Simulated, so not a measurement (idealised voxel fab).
This section sets out a process module, namely voxel capacitor over wiring.
In the cross-section labelled cut, the width is 230 nm and each square cell is 5 nm.
Each cross-section below is a grid of square cells, stated as bands in top-down order, with one or more rows of cells making up each band. Basically the band line says how high the top is and how high the bottom is, in nm, and then what's in it from left to right, every material with its width in nm. Empty space shows up as "blank", and if a single material carries "everywhere" it runs the full band edge to edge. Height reference: 0 = level under which incoming wafer is all one material. Lowest band: no bottom, runs on downward, e.g. "top 0, no bottom". The two numbers in a width such as "30 to 40" mark its ends across the band: the first belongs to the top row of cells, the second to the bottom row, and from each row to the next the width moves by the same amount. Where the words "no alterations made" appear for a step, the cross-section shows no cell changed by that step; every cell remained as before. "Unvented internal voids": sealed empty spaces, 8 cells or more, no open way to top, listed width x height at distance, with distance from the left edge and width, height and distance in nm. Anything after a step's settings on that line? It's the simulator's own note about the step. Each step line may optionally specify "overlay nm", which for a step with a mask gives the rightward distance between the mask's planned place and where it lay, a negative value indicating the leftward direction.

[This section lists the process steps that were planned]
| 1 | RECEIVE: material Si |
| 2 | CONFORMAL_DEP: material SiO2, thk nm 10 |
| 3 | DIRECTIONAL_DEP: material TiN, thk nm 5 |
| 4 | DIRECTIONAL_DEP: material W, thk nm 25 |
| 5 | DIRECTIONAL_DEP: material aC, thk nm 10 |
| 6 | PATTERN: tone cover, mask id METAL_1, material resist, width nm 30, pitch nm 85, thk nm 30, overlay nm 0 |
| 7 | DIRECTIONAL_ETCH: etch materials aC, depth nm 10 |
| 8 | STRIP: etch materials resist |
| 9 | DIRECTIONAL_ETCH: etch materials W, depth nm 25 |
| 10 | DIRECTIONAL_ETCH: etch materials TiN, depth nm 5 |
| 11 | STRIP: etch materials aC |
| 12 | FILL_DEP: material SiO2, thk nm 5 |
| 13 | CMP: height nm 40 |
| 14 | CONFORMAL_DEP: material SiCN, thk nm 5 |
| 15 | DIRECTIONAL_DEP: material SiO2, thk nm 20 |
| 16 | PATTERN: tone open, mask id PLUG_1, material resist, width nm 15, thk nm 20, overlay nm 0 |
| 17 | DIRECTIONAL_ETCH: etch materials SiO2, depth nm 20 |
| 18 | DIRECTIONAL_ETCH: etch materials SiCN, depth nm 5 |
| 19 | STRIP: etch materials resist |
| 20 | CONFORMAL_DEP: material TiN, thk nm 5 |
| 21 | FILL_DEP: material Ru, thk nm 10 |
| 22 | CMP: height nm 65 |
| 23 | DIRECTIONAL_DEP: material TiN, thk nm 10 |
| 24 | DIRECTIONAL_DEP: material SiN, thk nm 5 |
| 25 | DIRECTIONAL_DEP: material TiN, thk nm 10 |
| 26 | PATTERN: tone cover, mask id UPPER_PLATE, material resist, width nm 60, thk nm 20, overlay nm 0 |
| 27 | DIRECTIONAL_ETCH: etch materials TiN, depth nm 10 |
| 28 | DIRECTIONAL_ETCH: etch materials SiN, depth nm 5 |
| 29 | STRIP: etch materials resist |
| 30 | PATTERN: tone cover, mask id LOWER_PLATE, material resist, width nm 70, thk nm 15, overlay nm 0 |
| 31 | DIRECTIONAL_ETCH: etch materials TiN, depth nm 10 |
| 32 | STRIP: etch materials resist |
| 33 | FILL_DEP: material SiO2, thk nm 15 |
| 34 | CMP: height nm 100 |
| 35 | PATTERN: tone open, mask id PLUG_2, material resist, width nm 15, thk nm 20, overlay nm 0 |
| 36 | DIRECTIONAL_ETCH: etch materials SiO2, depth nm 10 |
| 37 | STRIP: etch materials resist |
| 38 | CONFORMAL_DEP: material TiN, thk nm 5 |
| 39 | FILL_DEP: material W, thk nm 10 |
| 40 | CMP: height nm 100 |
| 41 | CONFORMAL_DEP: material SiN, thk nm 5 |

[Cross-section of the wafer as it came to us, i.e., already through step 1]
    top 0, no bottom | Si everywhere
    Unvented internal voids: none

[The following cross-section depicts the wafer upon conclusion of the module. Processing commenced from the starting condition illustrated above and adhered to the plan illustrated above, save for one mistake in execution]
    top 105, bottom 100 | SiN everywhere
    top 100, bottom 95 | 80 nm SiO2, 5 nm TiN, 5 nm W, 5 nm TiN, 135 nm SiO2
    top 95, bottom 90 | 80 nm SiO2, 15 nm TiN, 135 nm SiO2
    top 90, bottom 80 | 70 nm SiO2, 60 nm TiN, 100 nm SiO2
    top 80, bottom 70 | 65 nm SiO2, 70 nm TiN, 95 nm SiO2
    top 70, bottom 65 | SiN everywhere
    top 65, bottom 45 | 70 nm SiO2, 5 nm TiN, 5 nm Ru, 5 nm TiN, 145 nm SiO2
    top 45, bottom 40 | 70 nm SiCN, 15 nm TiN, 145 nm SiCN
    top 40, bottom 15 | 55 nm SiO2, 30 nm W, 55 nm SiO2, 30 nm W, 60 nm SiO2
    top 15, bottom 10 | 55 nm SiO2, 30 nm TiN, 55 nm SiO2, 30 nm TiN, 60 nm SiO2
    top 10, bottom 0 | SiO2 everywhere
    top 0, no bottom | Si everywhere
    Unvented internal voids: none
Which mistake was made when the wafer was run? steps 23 and 24 got flipped, so each one ran where the other should have
